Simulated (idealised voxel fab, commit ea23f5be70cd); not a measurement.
The process module that follows is named voxel capacitor over wiring.
Displayed cross-section: cut, width of 240 nm, square cells sized 5 nm.
Notation: cross-section as square-cell grid; stated in bands, top first, going down; one or more cell rows per band. In this notation a band is specified by the heights of its top and bottom, in that order and in nm, after which its materials appear from left to right, each paired with its width in nm. The word "full width" attached to a single material means that material fills the band from edge to edge; the word "blank" stands for empty space. Height datum 0, below which the as-received substrate wafer is one material. Lowest band open at the bottom, running downward: "z 0 and below". A two-number width, for instance "30..40", indicates that the width is equal to the first number in the top row of the band and to the second number in the bottom row, and that it changes by a constant amount per row of cells. Take "no modification" at face value: in the step it is given for, the cross-section changed in none of its cells. What "Cavities, closed" gives you is every empty space of 8 cells or more that is cut off from the top. Each appears as width x height at distance, with the distance taken from the left edge and width, height and distance all in nm. Heads up: the bit after the settings on a step's line is the simulator's remark on that step. "overlay nm", when on a step's line for a step with a mask, measures how far to the right of its planned place the mask lay; a negative measure means to the left.

### Process steps foreseen in the plan
1: RECEIVE, material Si
2: CONFORMAL_DEP, material SiO2, thk nm 10
3: CONFORMAL_DEP, material SiCN, thk nm 5
4: DIRECTIONAL_DEP, material lowk, thk nm 15
5: MASKED_ETCH, tone open, mask id METAL_1, width nm 15, pitch nm 85, etch materials lowk, depth nm 15, overlay nm 0
6: MASKED_ETCH, tone open, mask id METAL_1, width nm 20, pitch nm 85, etch materials SiCN, depth nm 5, overlay nm 0
7: CONFORMAL_DEP, material TiN, thk nm 5
8: FILL_DEP, material Cu, thk nm 10
9: CMP, height nm 30
10: EPI, material Ru, thk nm 5
11: FILL_DEP, material SiCN, thk nm 5
12: DIRECTIONAL_DEP, material SiO2, thk nm 10
13: MASKED_ETCH, tone open, mask id PLUG_1, width nm 15, etch materials SiO2, depth nm 10, overlay nm 0
14: MASKED_ETCH, tone open, mask id PLUG_1, width nm 15, etch materials SiCN, depth nm 5, overlay nm 0
15: CONFORMAL_DEP, material TiN, thk nm 5
16: FILL_DEP, material Ru, thk nm 10
17: CMP, height nm 50
18: DIRECTIONAL_DEP, material TiN, thk nm 5
19: DIRECTIONAL_DEP, material Al2O3, thk nm 5
20: DIRECTIONAL_DEP, material TiN, thk nm 5
21: PATTERN, tone cover, mask id UPPER_PLATE, material resist, width nm 70, thk nm 20, overlay nm 0
22: DIRECTIONAL_ETCH, etch materials TiN, depth nm 5
23: DIRECTIONAL_ETCH, etch materials Al2O3, depth nm 5
24: STRIP, etch materials resist
25: MASKED_ETCH, tone cover, mask id LOWER_PLATE, width nm 80, etch materials TiN, depth nm 5, overlay nm 0
26: FILL_DEP, material SiO2, thk nm 20
27: CMP, height nm 80
28: PATTERN, tone open, mask id PLUG_2, material resist, width nm 15, thk nm 20, overlay nm 0
29: DIRECTIONAL_ETCH, etch materials SiO2, depth nm 15
30: STRIP, etch materials resist
31: CONFORMAL_DEP, material TiN, thk nm 5
32: FILL_DEP, material Ru, thk nm 5
33: CMP, height nm 80
34: CONFORMAL_DEP, material SiN, thk nm 5
All wafers enter the flow in the same state. The width nm at step 5 differs from wafer to wafer, and the plan gives the value for the first wafer.

### Cross-section: the first of several wafers in its as-received state, i.e. following step 1
  z 0 and below: Si full width
  Cavities, closed: none

### Here is the cross-section of the first of several wafers at the end of the module, after its last step, step 34
  z 85 to 80: SiN full width
  z 80 to 70: 80 of SiO2  5 of TiN  5 of Ru  5 of TiN  145 of SiO2
  z 70 to 60: 80..70 of SiO2  15..70 of TiN  145..100 of SiO2
  z 60 to 55: 70 of SiO2  70 of Al2O3  100 of SiO2
  z 55 to 50: 65 of SiO2  80 of TiN  95 of SiO2
  z 50 to 40: 70 of SiO2  5 of TiN  5 of Ru  5 of TiN  155 of SiO2
  z 40 to 35: 70 of SiCN  15 of TiN  155 of SiCN
  z 35 to 30: 65 of SiCN  25 of Ru  60 of SiCN  25 of Ru  65 of SiCN
  z 30 to 15: 70 of lowk  5 of TiN  5 of Cu  5 of TiN  70 of lowk  5 of TiN  5 of Cu  5 of TiN  70 of lowk
  z 15 to 10: 70 of SiCN  15 of TiN  70 of SiCN  15 of TiN  70 of SiCN
  z 10 to 0: SiO2 full width
  z 0 and below: Si full width
  Cavities, closed: none

### Cross-sectional view of the final wafer of several at the module's end
  z 85 to 80: SiN full width
  z 80 to 70: 80 of SiO2  5 of TiN  5 of Ru  5 of TiN  145 of SiO2
  z 70 to 60: 80..70 of SiO2  15..70 of TiN  145..100 of SiO2
  z 60 to 55: 70 of SiO2  70 of Al2O3  100 of SiO2
  z 55 to 50: 65 of SiO2  80 of TiN  95 of SiO2
  z 50 to 40: 70 of SiO2  5 of TiN  5 of Ru  5 of TiN  155 of SiO2
  z 40 to 35: 70 of SiCN  15 of TiN  155 of SiCN
  z 35 to 30: 55 of SiCN  45 of Ru  40 of SiCN  45 of Ru  55 of SiCN
  z 30 to 20: 60 of lowk  5 of TiN  25 of Cu  5 of TiN  50 of lowk  5 of TiN  25 of Cu  5 of TiN  60 of lowk
  z 20 to 15: 60 of lowk  10 of TiN  10 of Cu  15 of TiN  50 of lowk  10 of TiN  10 of Cu  15 of TiN  60 of lowk
  z 15 to 10: 65 of SiCN  20 of TiN  65 of SiCN  20 of TiN  70 of SiCN
  z 10 to 0: SiO2 full width
  z 0 and below: Si full width
  Cavities, closed: none

### Take any row and you have a wafer at the end of the module: how many cells of each material it has gained (+) or lost (-) since it was received, and then its closed voids
width nm 15; +14 Al2O3; +6 Cu; +14 Ru; +125 SiCN; +48 SiN; +421 SiO2; +62 TiN; +126 lowk; Cavities, closed: none
width nm 20; +14 Al2O3; +12 Cu; +16 Ru; +121 SiCN; +48 SiN; +421 SiO2; +64 TiN; +120 lowk; Cavities, closed: none
width nm 25; +14 Al2O3; +16 Cu; +18 Ru; +119 SiCN; +48 SiN; +421 SiO2; +66 TiN; +114 lowk; Cavities, closed: none
width nm 30; +14 Al2O3; +20 Cu; +20 Ru; +117 SiCN; +48 SiN; +421 SiO2; +68 TiN; +108 lowk; Cavities, closed: none
width nm 35; +14 Al2O3; +24 Cu; +22 Ru; +115 SiCN; +48 SiN; +421 SiO2; +70 TiN; +102 lowk; Cavities, closed: none
